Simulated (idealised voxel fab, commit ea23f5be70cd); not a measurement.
Process module in this document: voxel self aligned vias
Displayed cross-section: cut, width of 265 nm, square cells sized 5 nm.
Each cross-section below is a grid of square cells, stated as bands in top-down order, with one or more rows of cells making up each band. Band: top height; bottom height; in nm. Then, left to right: material with width in nm, for each material. "full width": a single material spanning edge to edge. "air": empty space. Counting heights begins at 0, where everything beneath is, in the wafer as received, one material. The lowest band has no bottom; it goes on downwards, as "0 -> down" shows. The width entry "30->40" should be interpreted row by row: the top row of cells in the band takes the first number, the bottom row takes the second number, and the change between adjacent rows is uniform throughout. No cell of the cross-section changed in a step that is given as "left unchanged". The label "Sealed void listing" introduces a list of the empty spaces, 8 cells or larger, that have no open way up to the top; each entry in it reads width x height at distance, where the distance is taken from the left edge and all three are stated in nm. That trailing text on a step's line, after the settings, is the simulator's own remark on the step. What "overlay nm" on a step's line means: if the step has a mask, that mask lay this far to the right of its planned place, or, when the value is negative, to the left.

Process steps foreseen in the plan:
1,op RECEIVE | material Si
2,op CONFORMAL_DEP | material SiO2 | thk nm 15
3,op CONFORMAL_DEP | material SiCN | thk nm 5
4,op DIRECTIONAL_DEP | material SiO2 | thk nm 25
5,op PATTERN | tone open | mask id LINES | material resist | width nm 30 | pitch nm 70 | thk nm 20 | overlay nm 0
6,op DIRECTIONAL_ETCH | etch materials SiO2 | depth nm 25
7,op STRIP | etch materials resist
8,op CONFORMAL_DEP | material TiN | thk nm 5
9,op FILL_DEP | material Ru | thk nm 5
10,op CMP | height nm 45
11,op SELECTIVE_ETCH | etch materials W Ru TiN | depth nm 10
12,op FILL_DEP | material SiN | thk nm 10
13,op CMP | height nm 45
14,op DIRECTIONAL_DEP | material SiO2 | thk nm 15
15,op DIRECTIONAL_DEP | material aC | thk nm 15
16,op PATTERN | tone open | mask id VIAS | material resist | width nm 40 | pitch nm 70 | thk nm 35 | overlay nm 0
17,op DIRECTIONAL_ETCH | etch materials aC | depth nm 15
18,op STRIP | etch materials resist
19,op DIRECTIONAL_ETCH | etch materials SiO2 | depth nm 15
20,op DIRECTIONAL_ETCH | etch materials SiN | depth nm 10
21,op STRIP | etch materials aC
22,op CONFORMAL_DEP | material TiN | thk nm 5
23,op FILL_DEP | material W | thk nm 10
24,op CMP | height nm 60
25,op CONFORMAL_DEP | material SiCN | thk nm 5

As-received state of the wafer in cross-section, equivalent to post-step 1:
    0 -> down | Si full width
    Sealed void listing: none

Cross-section: first of two wafers, module finished, run according to plan:
    65 -> 60 | SiCN full width
    60 -> 50 | SiO2: 40 | TiN: 5 | W: 30 | TiN: 5 | SiO2: 30 | TiN: 5 | W: 30 | TiN: 5 | SiO2: 30 | TiN: 5 | W: 30 | TiN: 5 | SiO2: 45
    50 -> 40 | SiO2: 40->45 | TiN: 10->5 | W: 20 | TiN: 10->5 | SiO2: 30->40 | TiN: 10->5 | W: 20 | TiN: 10->5 | SiO2: 30->40 | TiN: 10->5 | W: 20 | TiN: 10->5 | SiO2: 45->50
    40 -> 35 | SiO2: 45 | TiN: 30 | SiO2: 40 | TiN: 30 | SiO2: 40 | TiN: 30 | SiO2: 50
    35 -> 25 | SiO2: 45 | TiN: 5 | Ru: 20 | TiN: 5 | SiO2: 40 | TiN: 5 | Ru: 20 | TiN: 5 | SiO2: 40 | TiN: 5 | Ru: 20 | TiN: 5 | SiO2: 50
    25 -> 20 | SiO2: 45 | TiN: 30 | SiO2: 40 | TiN: 30 | SiO2: 40 | TiN: 30 | SiO2: 50
    20 -> 15 | SiCN full width
    15 -> 0 | SiO2 full width
    0 -> down | Si full width
    Sealed void listing: none

End of module, second wafer, cross-section. Started like the first, planned like the first, run with one mistake:
    65 -> 60 | SiCN full width
    60 -> 40 | SiO2: 40 | TiN: 5 | W: 30 | TiN: 5 | SiO2: 30 | TiN: 5 | W: 30 | TiN: 5 | SiO2: 30 | TiN: 5 | W: 30 | TiN: 5 | SiO2: 45
    40 -> 35 | SiO2: 40 | TiN: 40 | SiO2: 30 | TiN: 40 | SiO2: 30 | TiN: 40 | SiO2: 45
    35 -> 25 | SiO2: 40->45 | TiN: 10->5 | Ru: 20 | TiN: 10->5 | SiO2: 30->40 | TiN: 10->5 | Ru: 20 | TiN: 10->5 | SiO2: 30->40 | TiN: 10->5 | Ru: 20 | TiN: 10->5 | SiO2: 45->50
    25 -> 20 | SiO2: 45 | TiN: 30 | SiO2: 40 | TiN: 30 | SiO2: 40 | TiN: 30 | SiO2: 50
    20 -> 15 | SiCN full width
    15 -> 0 | SiO2 full width
    0 -> down | Si full width
    Sealed void listing: none
Run error: step 19 in the plan was executed twice
At the finish, the second wafer shows more or fewer cells for some materials than the first does: SiO2: 18 fewer | TiN: 6 more | W: 12 more
